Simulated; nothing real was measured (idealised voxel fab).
The document below concerns the process module designated voxel wiring stack.
In the cross-section labelled cut, the width is 245 nm and each square cell is 5 nm.
Heads up, the way a cross-section reads in here is a grid of square cells, handed over as bands from the top down, with every band being one or more rows of cells. Per band: top height and bottom height in nm, followed by the left-to-right materials and their widths in nm; "edge to edge" marks a single material spanning edge to edge, "empty" marks empty space. Heights are expressed relative to 0, this being the level below which the as-received wafer comprises one material exclusively. The lowest band is unbounded in the downward direction and is denoted as in "from 0 down". Note: "30->40" means the width goes from the first number (top row of the band) to the second number (bottom row) in equal steps per row of cells. The designation "no change", where it is given for a processing step, indicates that no cell of the cross-section was altered in the course of that step. Empty spaces counting at least 8 cells and having no open way to the top are listed in "Enclosed empty spaces". The notation width x height at distance is used for each, the distance being from the left edge and all three values in nm. On a step's line, text after the settings is the simulator commenting on that step. On any step carrying a mask, the "overlay nm" setting, if present on the step's line, tells how far right of its planned place the mask lay; negative values point to the left.

The process steps that were planned are listed below:
1: RECEIVE: material Si
2: CONFORMAL_DEP: material SiO2, thk nm 15
3: CONFORMAL_DEP: material SiN, thk nm 5
4: DIRECTIONAL_DEP: material SiO2, thk nm 20
5: PATTERN: tone open, mask id METAL_1, material resist, width nm 30, pitch nm 50, thk nm 15, overlay nm 0
6: DIRECTIONAL_ETCH: etch materials SiO2, depth nm 20
7: DIRECTIONAL_ETCH: etch materials SiN, depth nm 5
8: STRIP: etch materials resist
9: CONFORMAL_DEP: material TiN, thk nm 5
10: FILL_DEP: material W, thk nm 10
11: CMP: height nm 40
12: CONFORMAL_DEP: material SiCN, thk nm 5
13: DIRECTIONAL_DEP: material SiO2, thk nm 20
14: DIRECTIONAL_DEP: material aC, thk nm 15
15: PATTERN: tone open, mask id PLUG_1, material resist, width nm 15, pitch nm 50, thk nm 30, overlay nm 0
16: DIRECTIONAL_ETCH: etch materials aC, depth nm 15
17: STRIP: etch materials resist
18: DIRECTIONAL_ETCH: etch materials SiO2, depth nm 20
19: DIRECTIONAL_ETCH: etch materials SiCN, depth nm 5
20: STRIP: etch materials aC
21: CONFORMAL_DEP: material TiN, thk nm 5
22: FILL_DEP: material Cu, thk nm 5
23: CMP: height nm 65
24: DIRECTIONAL_DEP: material TiN, thk nm 5
25: DIRECTIONAL_DEP: material Ru, thk nm 15
26: MASKED_ETCH: tone cover, mask id METAL_2, width nm 30, pitch nm 50, etch materials Ru, depth nm 15, overlay nm 0
27: MASKED_ETCH: tone cover, mask id METAL_2, width nm 30, pitch nm 50, etch materials TiN, depth nm 5, overlay nm 0
28: FILL_DEP: material SiO2, thk nm 10
29: CMP: height nm 85
30: CONFORMAL_DEP: material SiCN, thk nm 5
31: DIRECTIONAL_DEP: material lowk, thk nm 10
32: MASKED_ETCH: tone open, mask id PLUG_2, width nm 15, pitch nm 50, etch materials lowk, depth nm 10, overlay nm 0
33: MASKED_ETCH: tone open, mask id PLUG_2, width nm 15, pitch nm 50, etch materials SiCN, depth nm 5, overlay nm 0
34: EPI: material Ru, thk nm 10
35: EPI: material Ru, thk nm 5
36: DIRECTIONAL_DEP: material TiN, thk nm 5
37: DIRECTIONAL_DEP: material W, thk nm 20
38: PATTERN: tone cover, mask id METAL_3, material resist, width nm 30, pitch nm 50, thk nm 15, overlay nm 0
39: DIRECTIONAL_ETCH: etch materials W, depth nm 20
40: DIRECTIONAL_ETCH: etch materials TiN, depth nm 5
41: STRIP: etch materials resist
42: CONFORMAL_DEP: material SiCN, thk nm 5
43: FILL_DEP: material SiO2, thk nm 5
44: CMP: height nm 125
45: CONFORMAL_DEP: material SiN, thk nm 5

Delivered wafer in cross-section: state after step 1:
* from 0 down | Si edge to edge
* Enclosed empty spaces: none

The first of two wafers, cross-sectioned at the end of the module, with the run proceeding as planned:
* from 130 to 125 | SiN edge to edge
* from 125 to 105 | 50 nm SiO2, 5 nm SiCN, 30 nm W, 5 nm SiCN, 10 nm SiO2, 5 nm SiCN, 30 nm W, 5 nm SiCN, 10 nm SiO2, 5 nm SiCN, 30 nm W, 5 nm SiCN, 55 nm SiO2
* from 105 to 100 | 55 nm SiCN, 30 nm TiN, 20 nm SiCN, 30 nm TiN, 20 nm SiCN, 30 nm TiN, 60 nm SiCN
* from 100 to 90 | 55 nm lowk, 15 nm Ru, 35 nm lowk, 15 nm Ru, 35 nm lowk, 15 nm Ru, 75 nm lowk
* from 90 to 85 | 55 nm SiCN, 15 nm Ru, 35 nm SiCN, 15 nm Ru, 35 nm SiCN, 15 nm Ru, 75 nm SiCN
* from 85 to 70 | 55 nm SiO2, 30 nm Ru, 20 nm SiO2, 30 nm Ru, 20 nm SiO2, 30 nm Ru, 60 nm SiO2
* from 70 to 65 | 55 nm SiO2, 30 nm TiN, 20 nm SiO2, 30 nm TiN, 20 nm SiO2, 30 nm TiN, 60 nm SiO2
* from 65 to 45 | 55 nm SiO2, 5 nm TiN, 5 nm Cu, 5 nm TiN, 35 nm SiO2, 5 nm TiN, 5 nm Cu, 5 nm TiN, 35 nm SiO2, 5 nm TiN, 5 nm Cu, 5 nm TiN, 75 nm SiO2
* from 45 to 40 | 55 nm SiCN, 15 nm TiN, 35 nm SiCN, 15 nm TiN, 35 nm SiCN, 15 nm TiN, 75 nm SiCN
* from 40 to 20 | 55 nm SiO2, 5 nm TiN, 20 nm W, 5 nm TiN, 20 nm SiO2, 5 nm TiN, 20 nm W, 5 nm TiN, 20 nm SiO2, 5 nm TiN, 20 nm W, 5 nm TiN, 60 nm SiO2
* from 20 to 15 | 55 nm SiN, 30 nm TiN, 20 nm SiN, 30 nm TiN, 20 nm SiN, 30 nm TiN, 60 nm SiN
* from 15 to 0 | SiO2 edge to edge
* from 0 down | Si edge to edge
* Enclosed empty spaces: none

Here is the second of the two wafers cut open at the end of the module - same start, same plan as the first one, but we made one mistake running it:
* from 130 to 125 | SiN edge to edge
* from 125 to 105 | 50 nm SiO2, 5 nm SiCN, 30 nm W, 5 nm SiCN, 10 nm SiO2, 5 nm SiCN, 30 nm W, 5 nm SiCN, 10 nm SiO2, 5 nm SiCN, 30 nm W, 5 nm SiCN, 55 nm SiO2
* from 105 to 100 | 55 nm SiCN, 30 nm TiN, 20 nm SiCN, 30 nm TiN, 20 nm SiCN, 30 nm TiN, 60 nm SiCN
* from 100 to 90 | 55 nm lowk, 15 nm Ru, 35 nm lowk, 15 nm Ru, 35 nm lowk, 15 nm Ru, 75 nm lowk
* from 90 to 85 | 55 nm SiCN, 15 nm Ru, 35 nm SiCN, 15 nm Ru, 35 nm SiCN, 15 nm Ru, 75 nm SiCN
* from 85 to 70 | 55 nm SiO2, 30 nm Ru, 20 nm SiO2, 30 nm Ru, 20 nm SiO2, 30 nm Ru, 60 nm SiO2
* from 70 to 65 | 55 nm SiO2, 30 nm TiN, 20 nm SiO2, 30 nm TiN, 20 nm SiO2, 30 nm TiN, 60 nm SiO2
* from 65 to 55 | 55 nm SiO2, 5 nm TiN, 5 nm Cu, 5 nm TiN, 35 nm SiO2, 5 nm TiN, 5 nm Cu, 5 nm TiN, 35 nm SiO2, 5 nm TiN, 5 nm Cu, 5 nm TiN, 75 nm SiO2
* from 55 to 50 | 55 nm SiCN, 15 nm TiN, 35 nm SiCN, 15 nm TiN, 35 nm SiCN, 15 nm TiN, 75 nm SiCN
* from 50 to 40 | SiCN edge to edge
* from 40 to 20 | 55 nm SiO2, 5 nm TiN, 20 nm W, 5 nm TiN, 20 nm SiO2, 5 nm TiN, 20 nm W, 5 nm TiN, 20 nm SiO2, 5 nm TiN, 20 nm W, 5 nm TiN, 60 nm SiO2
* from 20 to 15 | 55 nm SiN, 30 nm TiN, 20 nm SiN, 30 nm TiN, 20 nm SiN, 30 nm TiN, 60 nm SiN
* from 15 to 0 | SiO2 edge to edge
* from 0 down | Si edge to edge
* Enclosed empty spaces: none
Diagnosis: step 12 off recipe, ran as CONFORMAL_DEP: material SiCN, thk nm 15
The final cell counts differ between the wafers, with the second having more or fewer of some materials than the first: Cu: 6 fewer, SiCN: 98 more, SiO2: 80 fewer, TiN: 12 fewer
